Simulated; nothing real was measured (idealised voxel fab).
The following is a process module called voxel lift off.
For reference, the cross-section in this document is cut, with width 225 nm and square cells of 5 nm.
In what follows, cross-sections appear as grids of square cells, described through bands that run from the top down, where every band is one or more rows of cells.
What a band's entry tells you: where the top is and where the bottom is, as heights in nm, and after that what lies inside, material by material from left to right, each with its width in nm. Empty space is written as the word "empty", and a single material marked with the word "full width" occupies the band from edge to edge.
Below 0: as-received wafer, all one material; heights counted from there. Lowest band: no bottom, goes on down, written "z 0 and below".
Top row gets the first number, bottom row gets the second, and each row in between changes by the same step: that is how a band width like "30 to 40" works.
Reading "remains unaltered" for a step: not a cell of the cross-section changed in it.
Empty spaces without an open route to the top, at least 8 cells in extent, make up the entry "Enclosed cavity list"; each is given as width x height at distance, where the distance is measured from the left edge, and all are in nm.
Post-settings text on a step line: simulator's own remark regarding the step.
You can add "overlay nm" to a step's line. For a step with a mask, it describes how far the mask lay to the right of its planned position, and a negative number describes a lay to the left.

Plan
step 1: RECEIVE with material Si
step 2: CONFORMAL_DEP with material SiO2, thk nm 10
step 3: PATTERN with tone open, mask id LINES, material resist, width nm 20, pitch nm 50, thk nm 20, overlay nm 0
step 4: DIRECTIONAL_DEP with material Ru, thk nm 5
step 5: STRIP with etch materials resist
step 6: CONFORMAL_DEP with material SiO2, thk nm 5

As received (post step 1): cross-section
- z 0 and below = Si full width
- Enclosed cavity list: none

As-planned run: cross-section of the first of two wafers at end of module
- z 20 to 15 = empty 70 | SiO2 30 | empty 20 | SiO2 30 | empty 75
- z 15 to 10 = SiO2 75 | Ru 20 | SiO2 30 | Ru 20 | SiO2 80
- z 10 to 0 = SiO2 full width
- z 0 and below = Si full width
- Enclosed cavity list: none

Now the second wafer, cross-sectioned at the end of the module. Nothing different at the start, nothing different in the plan compared with the first, just one mistake when it was actually run
- z 20 to 15 = empty 70 | SiO2 30 | empty 20 | SiO2 30 | empty 75
- z 15 to 10 = SiO2 75 | Ru 20 | SiO2 30 | Ru 20 | SiO2 80
- z 10 to 0 = Ru full width
- z 0 and below = Si full width
- Enclosed cavity list: none
Nonconformance to the process plan: step 2 ran differently from the plan; actual operation with settings: CONFORMAL_DEP with material Ru, thk nm 10
End check, counted in cells, second wafer has more or fewer of these materials than the first: +90 Ru | -90 SiO2
